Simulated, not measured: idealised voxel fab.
You're looking at the process module voxel ribs on slabs.
cross-section cut | 235 nm wide | cells 5 nm
Each cross-section below is a grid of square cells, stated as bands in top-down order, with one or more rows of cells making up each band. This entry defines a band. It first specifies the height of the band's top and the height of its bottom in nm, and then specifies the band's materials from left to right, stating each material with its width in nm. The word "everywhere" identifies a single material that fills the band from edge to edge, while the word "empty" identifies empty space. Beneath 0, the wafer as received is one material, and that level is where height counting begins. The lowest band goes on downward without a bottom; it is written like "0 and below". So if you see something like "30 to 40" for the width, read it as the top row of the band sitting at the first number and the bottom row at the second, with every row in between moving by the same amount as the last. Reading "no alteration" for a step: not a cell of the cross-section changed in it. The list in "closed voids" covers empty spaces of 8 cells or more that cannot reach the top through any open way, and it gives each as width x height at distance; the distance is from the left edge, and width, height and distance are in nm. Heads up: the bit after the settings on a step's line is the simulator's remark on that step. Regarding "overlay nm": on a step with a mask, it is the distance the mask lay to the right of its planned place; a negative value places it to the left.
Intended process steps:
- 1: RECEIVE,material Si
- 2: DIRECTIONAL_DEP,material SiO2,thk nm 30
- 3: DIRECTIONAL_DEP,material SiN,thk nm 20
- 4: PATTERN,tone cover,mask id RIB,material resist,width nm 20,thk nm 20,overlay nm 0
- 5: DIRECTIONAL_ETCH,etch materials SiN,depth nm 10
- 6: STRIP,etch materials resist
- 7: PATTERN,tone cover,mask id SLAB,material resist,width nm 50,thk nm 20,overlay nm 0
- 8: DIRECTIONAL_ETCH,etch materials SiN,depth nm 10
- 9: STRIP,etch materials resist
- 10: FILL_DEP,material SiO2,thk nm 15
- 11: CMP,height nm 60
- 12: DIRECTIONAL_DEP,material TiN,thk nm 10
- 13: DIRECTIONAL_DEP,material aC,thk nm 10
- 14: PATTERN,tone cover,mask id HEATER,material resist,width nm 30,thk nm 30,overlay nm 0
- 15: DIRECTIONAL_ETCH,etch materials aC,depth nm 10
- 16: STRIP,etch materials resist
- 17: DIRECTIONAL_ETCH,etch materials TiN,depth nm 10
- 18: STRIP,etch materials aC
- 19: CONFORMAL_DEP,material SiN,thk nm 5
This is the cross-section of the wafer as we received it, i.e. after step 1:
  0 and below = Si everywhere
  closed voids: none
What the wafer looks like in cross-section after this module, when it starts as shown above and follows the plan above but one mistake is made in running it:
  80 down to 75 = 95 of empty, then 40 of SiN, then 100 of empty
  75 down to 70 = 95 of empty, then 5 of SiN, then 30 of TiN, then 5 of SiN, then 100 of empty
  70 down to 65 = 100 of SiN, then 30 of TiN, then 105 of SiN
  65 down to 60 = TiN everywhere
  60 down to 50 = SiO2 everywhere
  50 down to 40 = 105 of SiO2, then 20 of SiN, then 110 of SiO2
  40 down to 30 = 90 of SiO2, then 50 of SiN, then 95 of SiO2
  30 down to 0 = SiO2 everywhere
  0 and below = Si everywhere
  closed voids: none
What went wrong in running the wafer? step 12 off recipe, ran as DIRECTIONAL_DEP,material TiN,thk nm 15
